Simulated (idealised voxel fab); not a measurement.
Proc. module: voxel lift off
The figure presents cross-section cut, which has a width of 140 nm and is divided into square cells with an edge length of 5 nm.
For the purposes of this document, a cross-section shall be understood as a grid of square cells, specified as bands listed in top-to-bottom order, each band consisting of one or more rows of cells.
A band entry consists of two parts. The first gives the height of the band's top and the height of its bottom, in nm. The rest lists the band's materials from left to right, each with its width in nm. A single material labelled with the word "everywhere" fills the band from edge to edge, and the word "air" marks empty space.
For the purposes of this specification, 0 denotes the height below which the wafer in its as-received condition is composed wholly of one material, and the lowermost band, lacking a lower limit, extends downward without end, as expressed in "0 -> down".
The notation "30 to 40" denotes a width that varies across the rows of cells in the band, beginning at the first number in the top row, finishing at the second number in the bottom row, and changing by an identical amount from each row to the next.
What does "everything unchanged" mean for a step? It means no cell of the cross-section changed in that step.
Listed in "closed voids": every empty space of 8 or more cells without an open way to the top. Form: width x height at distance, the distance being from the left edge, all in nm.
It should be noted that, on the line of a given step, the content following the step's settings is a remark produced by the simulator itself with respect to that step.
"overlay nm" answers the question of how far to the right of plan the mask lay on a step that has a mask, and when it is negative the answer is to the left.
### Steps planned for the process
- 1: RECEIVE | material Si
- 2: CONFORMAL_DEP | material Al2O3 | thk nm 15
- 3: PATTERN | tone open | mask id LINES | material resist | width nm 25 | pitch nm 40 | thk nm 20 | overlay nm 0
- 4: DIRECTIONAL_DEP | material Ru | thk nm 10
- 5: STRIP | etch materials resist
- 6: CONFORMAL_DEP | material SiO2 | thk nm 10
### Cross-section of the wafer upon arrival, representing the state reached after step 1
0 -> down = Si everywhere
closed voids: none
### first wafer at the end, as planned
35 -> 25 = 25 air  85 SiO2  30 air
25 -> 15 = 35 SiO2  25 Ru  15 SiO2  25 Ru  40 SiO2
15 -> 0 = Al2O3 everywhere
0 -> down = Si everywhere
closed voids: none
### Now the second wafer, cross-sectioned at the end of the module. Nothing different at the start, nothing different in the plan compared with the first, just one mistake when it was actually run
35 -> 25 = 45 SiO2  5 air  35 SiO2  5 air  50 SiO2
25 -> 15 = 35 Ru  25 SiO2  15 Ru  25 SiO2  40 Ru
15 -> 0 = Al2O3 everywhere
0 -> down = Si everywhere
closed voids: none
Which mistake was made when the wafer was run? off-plan run, step 3, actual operation and settings PATTERN | tone cover | mask id LINES | material resist | width nm 25 | pitch nm 40 | thk nm 20 | overlay nm 0
Looking at both finished wafers in cells, the second ends up ahead of or behind the first on some materials: 16 more of Ru | 2 more of SiO2
